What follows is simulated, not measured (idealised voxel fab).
Name of the process module below: voxel released beams
Shown is cross-section cut, with a width of 195 nm and square cells of size 5 nm.
The cross-sections in this document take the form of a grid made of square cells. They are written out as bands, in order from top to bottom. Each band consists of one or more rows of cells. Read a band's entry like this: the first values are the height of its top and the height of its bottom in nm, and what follows is the sequence of materials from left to right, each with its width in nm. Note that "empty" is empty space, and that a single material marked "everywhere" reaches across the band from edge to edge. Note: height 0 marks the level under which the wafer is uniformly one material as received. Lowest band unbounded below, written "0 nm and below". Think of "30 to 40" as a width that walks from the first number to the second as you go down the band, top row to bottom row, taking equal-sized steps from row to row. Step marked "nothing was modified"? Then no cell in the cross-section changed in it. Completely enclosed voids: empty space of 8 cells or more with no open way to the top, each as width x height at its distance from the left edge, in nm. Whatever follows a step's settings on its line is a remark the simulator itself makes about that step. The line of a step may include "overlay nm". On a step with a mask, this value is how far to the right of its planned place the mask lay. A negative value means the mask lay to the left.
List of planned process steps
1 RECEIVE | material Si
2 CONFORMAL_DEP | material SiN | thk nm 5
3 DIRECTIONAL_DEP | material SiO2 | thk nm 10
4 MASKED_ETCH | tone open | mask id ANCHOR | width nm 45 | etch materials SiO2 | depth nm 10 | overlay nm 0
5 CONFORMAL_DEP | material TiN | thk nm 15
6 DIRECTIONAL_DEP | material aC | thk nm 10
7 PATTERN | tone cover | mask id BEAM | material resist | width nm 120 | thk nm 30 | overlay nm 0
8 DIRECTIONAL_ETCH | etch materials aC | depth nm 10
9 STRIP | etch materials resist
10 DIRECTIONAL_ETCH | etch materials TiN | depth nm 15
11 STRIP | etch materials aC
12 STRIP | etch materials SiO2
Run as planned: first of two wafers
As-received state of the wafer in cross-section, equivalent to post-step 1
- 0 nm and below | Si everywhere
- Completely enclosed voids: none
The following cross-section depicts the wafer upon completion of step 2
- 5 nm to 0 nm | SiN everywhere
- Anything lower than 0 is untouched.
The following cross-section depicts the wafer upon completion of step 3
- 15 nm to 5 nm | SiO2 everywhere
- Anything lower than 5 is untouched.
The following cross-section depicts the wafer upon completion of step 4
- 15 nm to 5 nm | SiO2=40; empty=45; SiO2=110
- Anything lower than 5 is untouched.
The following cross-section depicts the wafer upon completion of step 5
- 30 nm to 20 nm | TiN=55; empty=15; TiN=125
- 20 nm to 15 nm | TiN everywhere
- 15 nm to 5 nm | SiO2=40; TiN=45; SiO2=110
- Anything lower than 5 is untouched.
The following cross-section depicts the wafer upon completion of step 6
- 40 nm to 30 nm | aC=55; empty=15; aC=125
- 30 nm to 20 nm | TiN=55; aC=15; TiN=125
- Anything lower than 20 is untouched.
The following cross-section depicts the wafer upon completion of step 7
- 70 nm to 40 nm | empty=35; resist=120; empty=40
- 40 nm to 30 nm | aC=55; resist=15; aC=125
- Anything lower than 30 is untouched.
The following cross-section depicts the wafer upon completion of step 8
- 60 nm to 40 nm | empty=35; resist=120; empty=40
- 40 nm to 30 nm | empty=35; aC=20; resist=15; aC=85; empty=40
- Anything lower than 30 is untouched.
The following cross-section depicts the wafer upon completion of step 9
- 40 nm to 30 nm | empty=35; aC=20; empty=15; aC=85; empty=40
- Anything lower than 30 is untouched.
The following cross-section depicts the wafer upon completion of step 10
- 40 nm to 30 nm | empty=35; aC=20; empty=15; aC=85; empty=40
- 30 nm to 20 nm | empty=35; TiN=20; aC=15; TiN=85; empty=40
- 20 nm to 15 nm | empty=35; TiN=120; empty=40
- Anything lower than 15 is untouched.
The following cross-section depicts the wafer upon completion of step 11
- 30 nm to 20 nm | empty=35; TiN=20; empty=15; TiN=85; empty=40
- Anything lower than 20 is untouched.
The following cross-section depicts the wafer upon completion of step 12
- 30 nm to 20 nm | empty=35; TiN=20; empty=15; TiN=85; empty=40
- 20 nm to 15 nm | empty=35; TiN=120; empty=40
- 15 nm to 5 nm | empty=40; TiN=45; empty=110
- Anything lower than 5 is untouched.
Regarding the second of the two wafers: it shared the first wafer's starting condition and process plan, yet one error occurred during its execution. Its history coincides with that of the first wafer up to and including step 6
Look at the second wafer in cross-section at the time step 7 ought to have finished
- 70 nm to 40 nm | empty=40; resist=120; empty=35
- 40 nm to 30 nm | aC=55; resist=15; aC=125
- Anything lower than 30 is untouched.
Look at the second wafer in cross-section at the time step 8 ought to have finished
- 60 nm to 40 nm | empty=40; resist=120; empty=35
- 40 nm to 30 nm | empty=40; aC=15; resist=15; aC=90; empty=35
- Anything lower than 30 is untouched.
Look at the second wafer in cross-section at the time step 9 ought to have finished
- 40 nm to 30 nm | empty=40; aC=15; empty=15; aC=90; empty=35
- Anything lower than 30 is untouched.
Look at the second wafer in cross-section at the time step 10 ought to have finished
- 40 nm to 30 nm | empty=40; aC=15; empty=15; aC=90; empty=35
- 30 nm to 20 nm | empty=40; TiN=15; aC=15; TiN=90; empty=35
- 20 nm to 15 nm | empty=40; TiN=120; empty=35
- Anything lower than 15 is untouched.
Look at the second wafer in cross-section at the time step 11 ought to have finished
- 30 nm to 20 nm | empty=40; TiN=15; empty=15; TiN=90; empty=35
- Anything lower than 20 is untouched.
Look at the second wafer in cross-section at the time step 12 ought to have finished
- 30 nm to 20 nm | empty=40; TiN=15; empty=15; TiN=90; empty=35
- 20 nm to 15 nm | empty=40; TiN=120; empty=35
- 15 nm to 5 nm | empty=40; TiN=45; empty=110
- Anything lower than 5 is untouched.
What was done differently from what was planned? step 7 did not use the planned setting and instead ran as PATTERN | tone cover | mask id BEAM | material resist | width nm 120 | thk nm 30 | overlay nm 5
Comparing end states, the material composition by cell count is preserved from the first wafer to the second, while the locations of the cells are not.
